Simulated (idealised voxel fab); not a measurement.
process module | voxel wiring stack
cross-section cut | 295 nm wide | cells 5 nm
A cross-section is a grid of square cells, given in bands from the top down. A band is one or more rows of cells.
Each band's line starts with the height of the band's top and of its bottom, in nm. Then come its materials from left to right, each with its width in nm. One material with "throughout" fills the band from edge to edge. "air" is empty space.
Height 0 is the level under which the wafer as received is all one material. The lowest band goes on downwards, as in "0 down".
A width such as "30 to 40" changes by the same amount from each row of cells to the next, from the band's top row to its bottom row.
"no change" after a step means that no cell of the cross-section changed.
closed voids: empty space of 8 cells or more with no open way to the top, each as width x height at its distance from the left edge, in nm
after a step's settings: what the simulator itself notes on the step
overlay nm, on a step with a mask: how far to the right of its planned place the mask lay; to the left if negative
plan
1 op RECEIVE | material Si
2 op CONFORMAL_DEP | material SiO2 | thk nm 10
3 op DIRECTIONAL_DEP | material TiN | thk nm 5
4 op DIRECTIONAL_DEP | material Ru | thk nm 20
5 op MASKED_ETCH | tone cover | mask id METAL_1 | width nm 30 | pitch nm 50 | etch materials Ru | depth nm 20 | overlay nm 0
6 op MASKED_ETCH | tone cover | mask id METAL_1 | width nm 30 | pitch nm 50 | etch materials TiN | depth nm 5 | overlay nm 0
7 op FILL_DEP | material SiO2 | thk nm 5
8 op CMP | height nm 35
9 op CONFORMAL_DEP | material SiCN | thk nm 5
10 op DIRECTIONAL_DEP | material lowk | thk nm 25
11 op MASKED_ETCH | tone open | mask id METAL_2_HOLES | width nm 15 | pitch nm 50 | etch materials lowk | depth nm 25 | overlay nm 0
12 op MASKED_ETCH | tone open | mask id METAL_2 | width nm 30 | pitch nm 50 | etch materials lowk | depth nm 15 | overlay nm 0
13 op MASKED_ETCH | tone open | mask id METAL_2 | width nm 30 | pitch nm 50 | etch materials SiCN | depth nm 5 | overlay nm 0
14 op CONFORMAL_DEP | material TiN | thk nm 5
15 op FILL_DEP | material Ru | thk nm 5
16 op CMP | height nm 65
17 op CONFORMAL_DEP | material SiCN | thk nm 5
18 op DIRECTIONAL_DEP | material SiO2 | thk nm 10
19 op MASKED_ETCH | tone open | mask id PLUG_2 | width nm 15 | pitch nm 100 | etch materials SiO2 | depth nm 10 | overlay nm 0
20 op MASKED_ETCH | tone open | mask id PLUG_2 | width nm 15 | pitch nm 100 | etch materials SiCN | depth nm 5 | overlay nm 0
21 op EPI | material Ru | thk nm 10
22 op EPI | material Ru | thk nm 5
23 op DIRECTIONAL_DEP | material TiN | thk nm 5
24 op DIRECTIONAL_DEP | material W | thk nm 25
25 op MASKED_ETCH | tone cover | mask id METAL_3 | width nm 30 | pitch nm 50 | etch materials W | depth nm 25 | overlay nm 0
26 op MASKED_ETCH | tone cover | mask id METAL_3 | width nm 30 | pitch nm 50 | etch materials TiN | depth nm 5 | overlay nm 0
27 op CONFORMAL_DEP | material SiCN | thk nm 5
28 op FILL_DEP | material lowk | thk nm 5
29 op CMP | height nm 110
30 op CONFORMAL_DEP | material SiCN | thk nm 5
31 op DIRECTIONAL_DEP | material SiO2 | thk nm 25
32 op DIRECTIONAL_DEP | material aC | thk nm 10
33 op PATTERN | tone open | mask id METAL_4 | material resist | width nm 30 | pitch nm 50 | thk nm 25 | overlay nm 0
34 op DIRECTIONAL_ETCH | etch materials aC | depth nm 10
35 op STRIP | etch materials resist
36 op DIRECTIONAL_ETCH | etch materials SiO2 | depth nm 15
37 op STRIP | etch materials aC
38 op MASKED_ETCH | tone open | mask id METAL_4_HOLES | width nm 15 | pitch nm 50 | etch materials SiO2 | depth nm 10 | overlay nm 0
39 op MASKED_ETCH | tone open | mask id METAL_4_HOLES | width nm 15 | pitch nm 50 | etch materials SiCN | depth nm 5 | overlay nm 0
40 op CONFORMAL_DEP | material TiN | thk nm 5
41 op FILL_DEP | material Cu | thk nm 10
42 op CMP | height nm 140
43 op CONFORMAL_DEP | material SiN | thk nm 5
as received, after step 1
  0 down: Si throughout
  closed voids: none
a wafer at the end: this start, this plan, one mistake
  145 to 140: SiN throughout
  140 to 130: SiO2 55 | TiN 5 | Cu 20 | TiN 5 | SiO2 20 | TiN 5 | Cu 20 | TiN 5 | SiO2 20 | TiN 5 | Cu 20 | TiN 5 | SiO2 20 | TiN 5 | Cu 20 | TiN 5 | SiO2 60
  130 to 125: SiO2 55 | TiN 5 | Cu 5 | TiN 20 | SiO2 20 | TiN 5 | Cu 5 | TiN 20 | SiO2 20 | TiN 5 | Cu 5 | TiN 20 | SiO2 20 | TiN 5 | Cu 5 | TiN 20 | SiO2 60
  125 to 115: SiO2 55 | TiN 5 | Cu 5 | TiN 5 | SiO2 35 | TiN 5 | Cu 5 | TiN 5 | SiO2 35 | TiN 5 | Cu 5 | TiN 5 | SiO2 35 | TiN 5 | Cu 5 | TiN 5 | SiO2 75
  115 to 110: SiCN 55 | TiN 15 | SiCN 35 | TiN 15 | SiCN 35 | TiN 15 | SiCN 35 | TiN 15 | SiCN 75
  110 to 105: lowk throughout
  105 to 100: lowk 50 | SiCN 40 | lowk 10 | SiCN 40 | lowk 10 | SiCN 40 | lowk 10 | SiCN 40 | lowk 55
  100 to 75: lowk 50 | SiCN 5 | W 30 | SiCN 5 | lowk 10 | SiCN 5 | W 30 | SiCN 5 | lowk 10 | SiCN 5 | W 30 | SiCN 5 | lowk 10 | SiCN 5 | W 30 | SiCN 5 | lowk 55
  75 to 70: SiCN 55 | TiN 30 | SiCN 20 | TiN 30 | SiCN 20 | TiN 30 | SiCN 20 | TiN 30 | SiCN 60
  70 to 60: SiO2 55 | Ru 15 | SiO2 85 | Ru 15 | SiO2 125
  60 to 55: SiCN 55 | Ru 15 | SiCN 85 | Ru 15 | SiCN 125
  55 to 50: lowk 55 | TiN 5 | Ru 5 | TiN 20 | lowk 20 | TiN 5 | Ru 5 | TiN 20 | lowk 20 | TiN 5 | Ru 5 | TiN 20 | lowk 20 | TiN 5 | Ru 5 | TiN 20 | lowk 60
  50 to 40: lowk 55 | TiN 5 | Ru 5 | TiN 5 | lowk 35 | TiN 5 | Ru 5 | TiN 5 | lowk 35 | TiN 5 | Ru 5 | TiN 5 | lowk 35 | TiN 5 | Ru 5 | TiN 5 | lowk 75
  40 to 35: SiCN 55 | TiN 15 | SiCN 35 | TiN 15 | SiCN 35 | TiN 15 | SiCN 35 | TiN 15 | SiCN 75
  35 to 15: SiO2 55 | Ru 30 | SiO2 20 | Ru 30 | SiO2 20 | Ru 30 | SiO2 20 | Ru 30 | SiO2 60
  15 to 10: SiO2 55 | TiN 30 | SiO2 20 | TiN 30 | SiO2 20 | TiN 30 | SiO2 20 | TiN 30 | SiO2 60
  10 to 0: SiO2 throughout
  0 down: Si throughout
  closed voids: none
what went wrong: step 16 ran as: op CMP | height nm 55
